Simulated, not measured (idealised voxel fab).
Process module, titled voxel gate over fins
235 nm wide, 5 nm square cells: that's cross-section cut.
A cross-section is written here as square cells arranged in a grid, and it is given in bands from the top down, each band taking up one or more rows of cells.
Heads up on the band format: heights come first, top then bottom, in nm. After that it's the materials left to right, each with its width in nm. A single material flagged "throughout" fills the whole band edge to edge, and "blank" means there's empty space there.
For the purposes of this specification, 0 denotes the height below which the wafer in its as-received condition is composed wholly of one material, and the lowermost band, lacking a lower limit, extends downward without end, as expressed in "z 0 and below".
Width: "30 to 40" (first number = top row, second number = bottom row, same change from row to row of cells).
Step marked "remains unaltered"? Then no cell in the cross-section changed in it.
Each empty space that has no open way to the top and spans at least 8 cells appears under "Sealed voids" as width x height at distance, the distance counted from the left edge, all in nm.
Post-settings text on a step line: simulator's own remark regarding the step.
overlay nm: where the mask lay relative to plan, measured to the right, on steps with a mask; negatives go left.

### Steps in the process plan
1) op RECEIVE | material Si
2) op CONFORMAL_DEP | material SiN | thk nm 5
3) op PATTERN | tone cover | mask id FINS | material resist | width nm 15 | pitch nm 50 | thk nm 20 | overlay nm 0
4) op DIRECTIONAL_ETCH | etch materials SiN | depth nm 5
5) op DIRECTIONAL_ETCH | etch materials Si | depth nm 30
6) op STRIP | etch materials resist
7) op FILL_DEP | material SiO2 | thk nm 5
8) op CMP | height nm 5
9) op PATTERN | tone open | mask id RAIL | material resist | width nm 15 | thk nm 20 | overlay nm 0
10) op DIRECTIONAL_ETCH | etch materials SiO2 | depth nm 30
11) op STRIP | etch materials resist
12) op CONFORMAL_DEP | material TiN | thk nm 5
13) op FILL_DEP | material Ru | thk nm 5
14) op CMP | height nm 5
15) op SELECTIVE_ETCH | etch materials W Ru TiN | depth nm 20
16) op FILL_DEP | material SiO2 | thk nm 5
17) op CMP | height nm 5
18) op SELECTIVE_ETCH | etch materials SiO2 | depth nm 15
19) op STRIP | etch materials SiN
20) op CONFORMAL_DEP | material HfO2 | thk nm 5
21) op CONFORMAL_DEP | material TiN | thk nm 5
22) op CONFORMAL_DEP | material TiAl | thk nm 5
23) op CONFORMAL_DEP | material TiN | thk nm 5
24) op FILL_DEP | material W | thk nm 15
25) op CMP | height nm 30
26) op CONFORMAL_DEP | material SiN | thk nm 10

### As-received state of the wafer in cross-section, equivalent to post-step 1
	z 0 and below = Si throughout
	Sealed voids: none

### The following cross-section depicts the wafer upon conclusion of the module. Processing commenced from the starting condition illustrated above and adhered to the plan illustrated above, save for one mistake in execution
	z 40 to 30 = SiN throughout
	z 30 to 20 = W throughout
	z 20 to 15 = W 65 nm; TiN 105 nm; W 65 nm
	z 15 to 10 = W 65 nm; TiN 5 nm; TiAl 45 nm; TiN 5 nm; TiAl 45 nm; TiN 5 nm; W 65 nm
	z 10 to 5 = TiN 70 nm; TiAl 5 nm; TiN 35 nm; TiAl 5 nm; TiN 5 nm; TiAl 5 nm; TiN 35 nm; TiAl 5 nm; TiN 70 nm
	z 5 to 0 = TiAl 75 nm; TiN 5 nm; HfO2 25 nm; TiN 5 nm; TiAl 15 nm; TiN 5 nm; HfO2 25 nm; TiN 5 nm; TiAl 75 nm
	z 0 to -5 = TiN 80 nm; HfO2 5 nm; Si 15 nm; HfO2 5 nm; TiN 25 nm; HfO2 5 nm; Si 15 nm; HfO2 5 nm; TiN 80 nm
	z -5 to -10 = HfO2 85 nm; Si 15 nm; HfO2 35 nm; Si 15 nm; HfO2 85 nm
	z -10 to -15 = SiO2 85 nm; Si 15 nm; SiO2 35 nm; Si 15 nm; SiO2 85 nm
	z -15 to -20 = SiO2 85 nm; Si 15 nm; SiO2 10 nm; TiN 5 nm; Ru 5 nm; TiN 5 nm; SiO2 10 nm; Si 15 nm; SiO2 85 nm
	z -20 to -25 = SiO2 85 nm; Si 15 nm; SiO2 10 nm; TiN 15 nm; SiO2 10 nm; Si 15 nm; SiO2 85 nm
	z -25 and below = Si throughout
	Sealed voids: none
Processing error: step 5 ran with different settings than intended, the actual operation and settings being op DIRECTIONAL_ETCH | etch materials Si | depth nm 25
